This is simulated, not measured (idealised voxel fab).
This section sets out a process module, namely voxel released beams.
Pictured: cross-section cut, 195 nm wide, on a grid of 5 nm square cells.
Cross-sections here: square-cell grids, written as top-down lists of bands, a band being one or more rows of cells. Top, bottom (nm), then materials left to right with widths (nm); lone material tagged "edge to edge" fills the whole band edge to edge; "empty" = empty space. Height is counted from the level 0, under which the received wafer is composed throughout of one material. The lowest of the bands is not closed at the bottom but continues downward, in the notation "0 down". Graded width ("30 to 40"): value in top row of band = first number; value in bottom row = second number; row-to-row change constant. Reading "remained the same" for a step: not a cell of the cross-section changed in it. "Closed empty spaces" contains a list of empty spaces, each no smaller than 8 cells and without an open way to the top, written in the form width x height at distance with the distance from the left edge and all three in nm. Past the settings on a step's line: simulator remark, on that step. The setting "overlay nm" may be written on the line of a step. When the step uses a mask, the value reports how far to the right of the planned place the mask lay, and a negative value reports that it lay to the left.

### Planned process steps
1) RECEIVE,material Si
2) CONFORMAL_DEP,material SiN,thk nm 5
3) DIRECTIONAL_DEP,material SiO2,thk nm 15
4) DIRECTIONAL_DEP,material aC,thk nm 10
5) PATTERN,tone open,mask id ANCHOR,material resist,width nm 35,thk nm 30,overlay nm 0
6) DIRECTIONAL_ETCH,etch materials aC,depth nm 10
7) STRIP,etch materials resist
8) DIRECTIONAL_ETCH,etch materials SiO2,depth nm 15
9) STRIP,etch materials aC
10) CONFORMAL_DEP,material polySi,thk nm 15
11) MASKED_ETCH,tone cover,mask id BEAM,width nm 120,etch materials polySi,depth nm 15,overlay nm 0
12) STRIP,etch materials SiO2

### Cross-section of the wafer as it came to us, i.e., already through step 1
- 0 down: Si edge to edge
- Closed empty spaces: none

### The plan above was carried out on the starting structure above with one mistake, and this cross-section shows the wafer at the end of the module
- 35 to 20: 35 empty, 55 polySi, 105 empty
- 20 to 5: 25 empty, 15 polySi, 35 SiO2, 80 polySi, 40 empty
- 5 to 0: SiN edge to edge
- 0 down: Si edge to edge
- Closed empty spaces: none
Plan not followed: step 5: run off-plan, actual operation and settings PATTERN,tone cover,mask id ANCHOR,material resist,width nm 35,thk nm 30,overlay nm 0
